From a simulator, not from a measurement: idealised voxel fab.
Process module, titled voxel double patterning
Cross-section cut: width 240 nm, square cells of 5 nm.
Bands, listed from the top down, are how a cross-section gets written in this document; the cross-section itself is a grid of square cells, and a band is one or more rows of them.
It is stipulated that each band's entry specify, in nanometres, the height of the top of the band and then that of its bottom, followed by the materials of the band in left-to-right sequence, each together with its width in nanometres. A single material marked by the word "all across" is understood to fill the band from edge to edge; the word "empty" is understood to denote empty space.
Convention: height 0 is the level below which the wafer, as received, is all one material. The lowest band does not terminate at the bottom but continues downward, represented as "z 0 and below".
So if you see something like "30->40" for the width, read it as the top row of the band sitting at the first number and the bottom row at the second, with every row in between moving by the same amount as the last.
"remained the same" -> step changed no cross-section cell.
In the "Closed void register" entry, you get each enclosed empty space of 8 cells or more, one with no open way to the top, written width x height at distance, distance from the left edge, in nm.
The remark found on a step's line after its settings is issued by the simulator itself and pertains to that step.
overlay nm: mask offset rightward from planned place, masked step; negative means leftward offset.

List of planned process steps:
step 1: RECEIVE | material Si
step 2: CONFORMAL_DEP | material SiO2 | thk nm 5
step 3: DIRECTIONAL_DEP | material TiN | thk nm 20
step 4: DIRECTIONAL_DEP | material SiN | thk nm 10
step 5: PATTERN | tone open | mask id FIRST | material resist | width nm 15 | pitch nm 50 | thk nm 15 | overlay nm 0
step 6: DIRECTIONAL_ETCH | etch materials SiN | depth nm 10
step 7: STRIP | etch materials resist
step 8: PATTERN | tone open | mask id SECOND | material resist | width nm 15 | thk nm 15 | overlay nm 0
step 9: DIRECTIONAL_ETCH | etch materials SiN | depth nm 10
step 10: STRIP | etch materials resist
step 11: DIRECTIONAL_ETCH | etch materials TiN | depth nm 20
step 12: STRIP | etch materials SiN

Delivered wafer in cross-section: state after step 1:
> z 0 and below | Si all across
> Closed void register: none

Run as planned - first of the two wafers cross-sectioned at the end of the module:
> z 25 to 5 | TiN 85, then empty 15, then TiN 10, then empty 15, then TiN 10, then empty 15, then TiN 90
> z 5 to 0 | SiO2 all across
> z 0 and below | Si all across
> Closed void register: none

Module end: cross-section of wafer two of two. Same start and process plan as the first wafer. One mistake during execution:
> z 45 to 25 | TiN 85, then empty 15, then TiN 10, then empty 15, then TiN 10, then empty 15, then TiN 90
> z 25 to 5 | TiN all across
> z 5 to 0 | SiO2 all across
> z 0 and below | Si all across
> Closed void register: none
Against the plan, the run slipped here: plan step 3 ran twice
at the end the second wafer has, in cells: TiN +192
